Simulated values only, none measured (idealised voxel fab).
process module | voxel tone inversion
cross-section cut | 195 nm wide | cells 5 nm
A cross-section is a grid of square cells, given in bands from the top down. A band is one or more rows of cells.
Each band's line starts with the height of the band's top and of its bottom, in nm. Then come its materials from left to right, each with its width in nm. One material with "throughout" fills the band from edge to edge. "air" is empty space.
Height 0 is the level under which the wafer as received is all one material. The lowest band goes on downwards, as in "0 down".
A width such as "30 to 40" changes by the same amount from each row of cells to the next, from the band's top row to its bottom row.
"no change" after a step means that no cell of the cross-section changed.
closed voids: empty space of 8 cells or more with no open way to the top, each as width x height at its distance from the left edge, in nm
after a step's settings: what the simulator itself notes on the step
overlay nm, on a step with a mask: how far to the right of its planned place the mask lay; to the left if negative
Each pair below shows a cross-section before one step and the cross-section after it, down to the lowest band that changed. The line under each pair gives the step between them, with its settings. The pairs can come from different runs of this module on the same starting wafer, so a pair continues from the pair above only where its "before" says so.
before
  0 down: Si throughout
  closed voids: none
after
  10 to 0: SiCN throughout
  below 0: unchanged
  closed voids: none
the step between: op CONFORMAL_DEP | material SiCN | thk nm 10
before: the cross-section after the pair above
after
  25 to 10: aC throughout
  below 10: unchanged
  closed voids: none
the step between: op DIRECTIONAL_DEP | material aC | thk nm 15
before: the cross-section after the pair above
after
  50 to 25: air 30 | resist 25 | air 30 | resist 25 | air 30 | resist 25 | air 30
  below 25: unchanged
  closed voids: none
the step between: op PATTERN | tone cover | mask id POSTS | material resist | width nm 25 | pitch nm 55 | thk nm 25 | overlay nm 0
before: the cross-section after the pair above
after
  35 to 25: air 30 | resist 25 | air 30 | resist 25 | air 30 | resist 25 | air 30
  25 to 10: air 30 | aC 25 | air 30 | aC 25 | air 30 | aC 25 | air 30
  below 10: unchanged
  closed voids: none
the step between: op DIRECTIONAL_ETCH | etch materials aC | depth nm 15
before: the cross-section after the pair above
after
  25 to 10: air 30 | aC 25 | air 30 | aC 25 | air 30 | aC 25 | air 30
  below 10: unchanged
  closed voids: none
the step between: op STRIP | etch materials resist
before: the cross-section after the pair above
after
  30 to 25: lowk throughout
  25 to 10: lowk 30 | aC 25 | lowk 30 | aC 25 | lowk 30 | aC 25 | lowk 30
  below 10: unchanged
  closed voids: none
the step between: op FILL_DEP | material lowk | thk nm 5
before: the cross-section after the pair above
after
  25 to 10: lowk 30 | aC 25 | lowk 30 | aC 25 | lowk 30 | aC 25 | lowk 30
  below 10: unchanged
  closed voids: none
the step between: op CMP | height nm 25
before: the cross-section after the pair above
after
  25 to 10: lowk 30 | air 25 | lowk 30 | air 25 | lowk 30 | air 25 | lowk 30
  below 10: unchanged
  closed voids: none
the step between: op STRIP | etch materials aC
before
  0 down: Si throughout
  closed voids: none
after
  15 to 0: aC throughout
  below 0: unchanged
  closed voids: none
the step between: op DIRECTIONAL_DEP | material aC | thk nm 15
before: the cross-section after the pair above
after
  25 to 15: SiCN throughout
  below 15: unchanged
  closed voids: none
the step between: op CONFORMAL_DEP | material SiCN | thk nm 10
before: the cross-section after the pair above
after
  50 to 25: air 30 | resist 25 | air 30 | resist 25 | air 30 | resist 25 | air 30
  below 25: unchanged
  closed voids: none
the step between: op PATTERN | tone cover | mask id POSTS | material resist | width nm 25 | pitch nm 55 | thk nm 25 | overlay nm 0
before: the cross-section after the pair above
after
  35 to 25: air 30 | resist 25 | air 30 | resist 25 | air 30 | resist 25 | air 30
  below 25: unchanged
  closed voids: none
the step between: op DIRECTIONAL_ETCH | etch materials aC | depth nm 15
before: the cross-section after the pair above
after
  25 to 15: SiCN throughout
  below 15: unchanged
  closed voids: none
the step between: op STRIP | etch materials resist
before: the cross-section after the pair above
after
  30 to 25: lowk throughout
  below 25: unchanged
  closed voids: none
the step between: op FILL_DEP | material lowk | thk nm 5
before: the cross-section after the pair above
after
  25 to 15: SiCN throughout
  below 15: unchanged
  closed voids: none
the step between: op CMP | height nm 25
before
  0 down: Si throughout
  closed voids: none
after
  15 to 0: SiCN throughout
  below 0: unchanged
  closed voids: none
the step between: op CONFORMAL_DEP | material SiCN | thk nm 15
before: the cross-section after the pair above
after
  30 to 15: aC throughout
  below 15: unchanged
  closed voids: none
the step between: op DIRECTIONAL_DEP | material aC | thk nm 15
before: the cross-section after the pair above
after
  55 to 30: air 30 | resist 25 | air 30 | resist 25 | air 30 | resist 25 | air 30
  below 30: unchanged
  closed voids: none
the step between: op PATTERN | tone cover | mask id POSTS | material resist | width nm 25 | pitch nm 55 | thk nm 25 | overlay nm 0
before: the cross-section after the pair above
after
  40 to 30: air 30 | resist 25 | air 30 | resist 25 | air 30 | resist 25 | air 30
  30 to 15: air 30 | aC 25 | air 30 | aC 25 | air 30 | aC 25 | air 30
  below 15: unchanged
  closed voids: none
the step between: op DIRECTIONAL_ETCH | etch materials aC | depth nm 15
before: the cross-section after the pair above
after
  30 to 15: air 30 | aC 25 | air 30 | aC 25 | air 30 | aC 25 | air 30
  below 15: unchanged
  closed voids: none
the step between: op STRIP | etch materials resist
before: the cross-section after the pair above
after
  35 to 30: lowk throughout
  30 to 15: lowk 30 | aC 25 | lowk 30 | aC 25 | lowk 30 | aC 25 | lowk 30
  below 15: unchanged
  closed voids: none
the step between: op FILL_DEP | material lowk | thk nm 5
before: the cross-section after the pair above
after
  25 to 15: lowk 30 | aC 25 | lowk 30 | aC 25 | lowk 30 | aC 25 | lowk 30
  below 15: unchanged
  closed voids: none
the step between: op CMP | height nm 25
before: the cross-section after the pair above
after
  25 to 15: lowk 30 | air 25 | lowk 30 | air 25 | lowk 30 | air 25 | lowk 30
  below 15: unchanged
  closed voids: none
the step between: op STRIP | etch materials aC
before
  25 to 10: aC throughout
  10 to 0: SiCN throughout
  0 down: Si throughout
  closed voids: none
after
  50 to 25: air 25 | resist 35 | air 20 | resist 35 | air 20 | resist 35 | air 25
  below 25: unchanged
  closed voids: none
the step between: op PATTERN | tone cover | mask id POSTS | material resist | width nm 35 | pitch nm 55 | thk nm 25 | overlay nm 0
before: the cross-section after the pair above
after
  35 to 25: air 25 | resist 35 | air 20 | resist 35 | air 20 | resist 35 | air 25
  25 to 10: air 25 | aC 35 | air 20 | aC 35 | air 20 | aC 35 | air 25
  below 10: unchanged
  closed voids: none
the step between: op DIRECTIONAL_ETCH | etch materials aC | depth nm 15
before: the cross-section after the pair above
after
  25 to 10: air 25 | aC 35 | air 20 | aC 35 | air 20 | aC 35 | air 25
  below 10: unchanged
  closed voids: none
the step between: op STRIP | etch materials resist
before: the cross-section after the pair above
after
  30 to 25: lowk throughout
  25 to 10: lowk 25 | aC 35 | lowk 20 | aC 35 | lowk 20 | aC 35 | lowk 25
  below 10: unchanged
  closed voids: none
the step between: op FILL_DEP | material lowk | thk nm 5
before: the cross-section after the pair above
after
  25 to 10: lowk 25 | aC 35 | lowk 20 | aC 35 | lowk 20 | aC 35 | lowk 25
  below 10: unchanged
  closed voids: none
the step between: op CMP | height nm 25
before: the cross-section after the pair above
after
  25 to 10: lowk 25 | air 35 | lowk 20 | air 35 | lowk 20 | air 35 | lowk 25
  below 10: unchanged
  closed voids: none
the step between: op STRIP | etch materials aC
before
  25 to 10: aC throughout
  10 to 0: SiCN throughout
  0 down: Si throughout
  closed voids: none
after
  50 to 25: air 35 | resist 25 | air 30 | resist 25 | air 30 | resist 25 | air 25
  below 25: unchanged
  closed voids: none
the step between: op PATTERN | tone cover | mask id POSTS | material resist | width nm 25 | pitch nm 55 | thk nm 25 | overlay nm 5
before: the cross-section after the pair above
after
  35 to 25: air 35 | resist 25 | air 30 | resist 25 | air 30 | resist 25 | air 25
  25 to 10: air 35 | aC 25 | air 30 | aC 25 | air 30 | aC 25 | air 25
  below 10: unchanged
  closed voids: none
the step between: op DIRECTIONAL_ETCH | etch materials aC | depth nm 15
before: the cross-section after the pair above
after
  25 to 10: air 35 | aC 25 | air 30 | aC 25 | air 30 | aC 25 | air 25
  below 10: unchanged
  closed voids: none
the step between: op STRIP | etch materials resist
before: the cross-section after the pair above
after
  30 to 25: lowk throughout
  25 to 10: lowk 35 | aC 25 | lowk 30 | aC 25 | lowk 30 | aC 25 | lowk 25
  below 10: unchanged
  closed voids: none
the step between: op FILL_DEP | material lowk | thk nm 5
before: the cross-section after the pair above
after
  25 to 10: lowk 35 | aC 25 | lowk 30 | aC 25 | lowk 30 | aC 25 | lowk 25
  below 10: unchanged
  closed voids: none
the step between: op CMP | height nm 25
before: the cross-section after the pair above
after
  25 to 10: lowk 35 | air 25 | lowk 30 | air 25 | lowk 30 | air 25 | lowk 25
  below 10: unchanged
  closed voids: none
the step between: op STRIP | etch materials aC
before
  25 to 10: air 30 | aC 25 | air 30 | aC 25 | air 30 | aC 25 | air 30
  10 to 0: SiCN throughout
  0 down: Si throughout
  closed voids: none
after
  30 to 25: SiCN throughout
  25 to 10: SiCN 30 | aC 25 | SiCN 30 | aC 25 | SiCN 30 | aC 25 | SiCN 30
  below 10: unchanged
  closed voids: none
the step between: op FILL_DEP | material SiCN | thk nm 5
before: the cross-section after the pair above
after
  25 to 10: SiCN 30 | aC 25 | SiCN 30 | aC 25 | SiCN 30 | aC 25 | SiCN 30
  below 10: unchanged
  closed voids: none
the step between: op CMP | height nm 25
before: the cross-section after the pair above
after
  25 to 10: SiCN 30 | air 25 | SiCN 30 | air 25 | SiCN 30 | air 25 | SiCN 30
  below 10: unchanged
  closed voids: none
the step between: op STRIP | etch materials aC
before
  25 to 10: aC throughout
  10 to 0: SiCN throughout
  0 down: Si throughout
  closed voids: none
after
  50 to 25: resist 30 | air 25 | resist 30 | air 25 | resist 30 | air 25 | resist 30
  below 25: unchanged
  closed voids: none
the step between: op PATTERN | tone open | mask id POSTS | material resist | width nm 25 | pitch nm 55 | thk nm 25 | overlay nm 0
before: the cross-section after the pair above
after
  35 to 25: resist 30 | air 25 | resist 30 | air 25 | resist 30 | air 25 | resist 30
  25 to 10: aC 30 | air 25 | aC 30 | air 25 | aC 30 | air 25 | aC 30
  below 10: unchanged
  closed voids: none
the step between: op DIRECTIONAL_ETCH | etch materials aC | depth nm 15
before: the cross-section after the pair above
after
  25 to 10: aC 30 | air 25 | aC 30 | air 25 | aC 30 | air 25 | aC 30
  below 10: unchanged
  closed voids: none
the step between: op STRIP | etch materials resist
before: the cross-section after the pair above
after
  30 to 25: lowk throughout
  25 to 10: aC 30 | lowk 25 | aC 30 | lowk 25 | aC 30 | lowk 25 | aC 30
  below 10: unchanged
  closed voids: none
the step between: op FILL_DEP | material lowk | thk nm 5
before: the cross-section after the pair above
after
  25 to 10: aC 30 | lowk 25 | aC 30 | lowk 25 | aC 30 | lowk 25 | aC 30
  below 10: unchanged
  closed voids: none
the step between: op CMP | height nm 25
before: the cross-section after the pair above
after
  25 to 10: air 30 | lowk 25 | air 30 | lowk 25 | air 30 | lowk 25 | air 30
  below 10: unchanged
  closed voids: none
the step between: op STRIP | etch materials aC
